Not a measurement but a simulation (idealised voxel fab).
The following is a process module called voxel air gaps.
Cross-sectional view cut (width: 295 nm; square cell size: 5 nm).
Just so we're on the same page, the cross-sections are grids of square cells, and they're listed out in bands top to bottom, each band one or more rows deep.
Band: top height; bottom height; in nm. Then, left to right: material with width in nm, for each material. "edge to edge": a single material spanning edge to edge. "empty": empty space.
Heights are measured from 0, the level below which the as-received wafer is all one material; the lowest band has no bottom and continues downward, written as in "0..down".
Width: "30->40" (first number = top row, second number = bottom row, same change from row to row of cells).
The cross-section has no changed cell in any step marked "left unchanged".
"Trapped void list" lists enclosed empty spaces (at least 8 cells, no open path upward to the top), each as width x height at distance from the left edge, in nm.
Anything after a step's settings on that line? It's the simulator's own note about the step.
The line of a step may include "overlay nm". On a step with a mask, this value is how far to the right of its planned place the mask lay. A negative value means the mask lay to the left.

The process steps that were planned are listed below:
step 1: op RECEIVE | material Si
step 2: op CONFORMAL_DEP | material SiO2 | thk nm 15
step 3: op CONFORMAL_DEP | material SiCN | thk nm 5
step 4: op DIRECTIONAL_DEP | material SiO2 | thk nm 40
step 5: op DIRECTIONAL_DEP | material aC | thk nm 10
step 6: op PATTERN | tone open | mask id LINES | material resist | width nm 15 | pitch nm 45 | thk nm 30 | overlay nm 0
step 7: op DIRECTIONAL_ETCH | etch materials aC | depth nm 10
step 8: op STRIP | etch materials resist
step 9: op DIRECTIONAL_ETCH | etch materials SiO2 | depth nm 40
step 10: op STRIP | etch materials aC
step 11: op CONFORMAL_DEP | material TiN | thk nm 5
step 12: op FILL_DEP | material W | thk nm 5
step 13: op CMP | height nm 60
step 14: op EPI | material Ru | thk nm 10
step 15: op SELECTIVE_ETCH | etch materials SiO2 | depth nm 50
step 16: op CONFORMAL_DEP | material SiCN | thk nm 5

So, the first of our two wafers, run just as we planned it:

Cross-section: wafer on arrival = after step 1:
	0..down = Si edge to edge
	Trapped void list: none

Sectional view: wafer, after step 2:
	15..0 = SiO2 edge to edge
	Rest of section, below 0: as before.

Sectional view: wafer, after step 3:
	20..15 = SiCN edge to edge
	Rest of section, below 15: as before.

Sectional view: wafer, after step 4:
	60..20 = SiO2 edge to edge
	Rest of section, below 20: as before.

Sectional view: wafer, after step 5:
	70..60 = aC edge to edge
	Rest of section, below 60: as before.

Sectional view: wafer, after step 6:
	100..70 = resist=95, then empty=15, then resist=30, then empty=15, then resist=30, then empty=15, then resist=95
	Rest of section, below 70: as before.

Sectional view: wafer, after step 7:
	90..70 = resist=95, then empty=15, then resist=30, then empty=15, then resist=30, then empty=15, then resist=95
	70..60 = aC=95, then empty=15, then aC=30, then empty=15, then aC=30, then empty=15, then aC=95
	Rest of section, below 60: as before.

Sectional view: wafer, after step 8:
	70..60 = aC=95, then empty=15, then aC=30, then empty=15, then aC=30, then empty=15, then aC=95
	Rest of section, below 60: as before.

Sectional view: wafer, after step 9:
	70..60 = aC=95, then empty=15, then aC=30, then empty=15, then aC=30, then empty=15, then aC=95
	60..20 = SiO2=95, then empty=15, then SiO2=30, then empty=15, then SiO2=30, then empty=15, then SiO2=95
	Rest of section, below 20: as before.

Sectional view: wafer, after step 10:
	60..20 = SiO2=95, then empty=15, then SiO2=30, then empty=15, then SiO2=30, then empty=15, then SiO2=95
	Rest of section, below 20: as before.

Sectional view: wafer, after step 11:
	65..60 = TiN=100, then empty=5, then TiN=40, then empty=5, then TiN=40, then empty=5, then TiN=100
	60..25 = SiO2=95, then TiN=5, then empty=5, then TiN=5, then SiO2=30, then TiN=5, then empty=5, then TiN=5, then SiO2=30, then TiN=5, then empty=5, then TiN=5, then SiO2=95
	25..20 = SiO2=95, then TiN=15, then SiO2=30, then TiN=15, then SiO2=30, then TiN=15, then SiO2=95
	Rest of section, below 20: as before.

Sectional view: wafer, after step 12:
	70..65 = W edge to edge
	65..60 = TiN=100, then W=5, then TiN=40, then W=5, then TiN=40, then W=5, then TiN=100
	60..25 = SiO2=95, then TiN=5, then W=5, then TiN=5, then SiO2=30, then TiN=5, then W=5, then TiN=5, then SiO2=30, then TiN=5, then W=5, then TiN=5, then SiO2=95
	Rest of section, below 25: as before.

Sectional view: wafer, after step 13:
	60..25 = SiO2=95, then TiN=5, then W=5, then TiN=5, then SiO2=30, then TiN=5, then W=5, then TiN=5, then SiO2=30, then TiN=5, then W=5, then TiN=5, then SiO2=95
	Rest of section, below 25: as before.

Sectional view: wafer, after step 14:
	70..60 = empty=85, then Ru=35, then empty=10, then Ru=35, then empty=10, then Ru=35, then empty=85
	Rest of section, below 60: as before.

Sectional view: wafer, after step 15:
	70..60 = empty=85, then Ru=35, then empty=10, then Ru=35, then empty=10, then Ru=35, then empty=85
	60..25 = empty=95, then TiN=5, then W=5, then TiN=5, then empty=30, then TiN=5, then W=5, then TiN=5, then empty=30, then TiN=5, then W=5, then TiN=5, then empty=95
	25..20 = empty=95, then TiN=15, then empty=30, then TiN=15, then empty=30, then TiN=15, then empty=95
	Rest of section, below 20: as before.

Sectional view: wafer, after step 16:
	75..70 = empty=80, then SiCN=135, then empty=80
	70..60 = empty=80, then SiCN=5, then Ru=35, then SiCN=10, then Ru=35, then SiCN=10, then Ru=35, then SiCN=5, then empty=80
	60..55 = empty=80, then SiCN=15, then TiN=5, then W=5, then TiN=5, then SiCN=30, then TiN=5, then W=5, then TiN=5, then SiCN=30, then TiN=5, then W=5, then TiN=5, then SiCN=15, then empty=80
	55..25 = empty=90, then SiCN=5, then TiN=5, then W=5, then TiN=5, then SiCN=5, then empty=20, then SiCN=5, then TiN=5, then W=5, then TiN=5, then SiCN=5, then empty=20, then SiCN=5, then TiN=5, then W=5, then TiN=5, then SiCN=5, then empty=90
	25..20 = SiCN=95, then TiN=15, then SiCN=30, then TiN=15, then SiCN=30, then TiN=15, then SiCN=95
	Rest of section, below 20: as before.
	Trapped void list: 20 x 30 at 115; 20 x 30 at 160

Wafer two. Same start, same plan, one slip in execution. Same as wafer one through step 11, inclusive:

Cross-section of the second wafer at the time step 12 of the plan should have ended:
	70..65 = aC edge to edge
	65..60 = TiN=100, then aC=5, then TiN=40, then aC=5, then TiN=40, then aC=5, then TiN=100
	60..25 = SiO2=95, then TiN=5, then aC=5, then TiN=5, then SiO2=30, then TiN=5, then aC=5, then TiN=5, then SiO2=30, then TiN=5, then aC=5, then TiN=5, then SiO2=95
	Rest of section, below 25: as before.

Cross-section of the second wafer at the time step 13 of the plan should have ended:
	60..25 = SiO2=95, then TiN=5, then aC=5, then TiN=5, then SiO2=30, then TiN=5, then aC=5, then TiN=5, then SiO2=30, then TiN=5, then aC=5, then TiN=5, then SiO2=95
	Rest of section, below 25: as before.

Cross-section of the second wafer at the time step 14 of the plan should have ended:
	70..60 = empty=85, then Ru=35, then empty=10, then Ru=35, then empty=10, then Ru=35, then empty=85
	Rest of section, below 60: as before.

Cross-section of the second wafer at the time step 15 of the plan should have ended:
	70..60 = empty=85, then Ru=35, then empty=10, then Ru=35, then empty=10, then Ru=35, then empty=85
	60..25 = empty=95, then TiN=5, then aC=5, then TiN=5, then empty=30, then TiN=5, then aC=5, then TiN=5, then empty=30, then TiN=5, then aC=5, then TiN=5, then empty=95
	25..20 = empty=95, then TiN=15, then empty=30, then TiN=15, then empty=30, then TiN=15, then empty=95
	Rest of section, below 20: as before.

Cross-section of the second wafer at the time step 16 of the plan should have ended:
	75..70 = empty=80, then SiCN=135, then empty=80
	70..60 = empty=80, then SiCN=5, then Ru=35, then SiCN=10, then Ru=35, then SiCN=10, then Ru=35, then SiCN=5, then empty=80
	60..55 = empty=80, then SiCN=15, then TiN=5, then aC=5, then TiN=5, then SiCN=30, then TiN=5, then aC=5, then TiN=5, then SiCN=30, then TiN=5, then aC=5, then TiN=5, then SiCN=15, then empty=80
	55..25 = empty=90, then SiCN=5, then TiN=5, then aC=5, then TiN=5, then SiCN=5, then empty=20, then SiCN=5, then TiN=5, then aC=5, then TiN=5, then SiCN=5, then empty=20, then SiCN=5, then TiN=5, then aC=5, then TiN=5, then SiCN=5, then empty=90
	25..20 = SiCN=95, then TiN=15, then SiCN=30, then TiN=15, then SiCN=30, then TiN=15, then SiCN=95
	Rest of section, below 20: as before.
	Trapped void list: 20 x 30 at 115; 20 x 30 at 160
Deviation noted in wafer processing: step 12 was processed under conditions differing from the plan, specifically as op FILL_DEP | material aC | thk nm 5
Looking at both finished wafers in cells, the second ends up ahead of or behind the first on some materials: -21 W | +21 aC
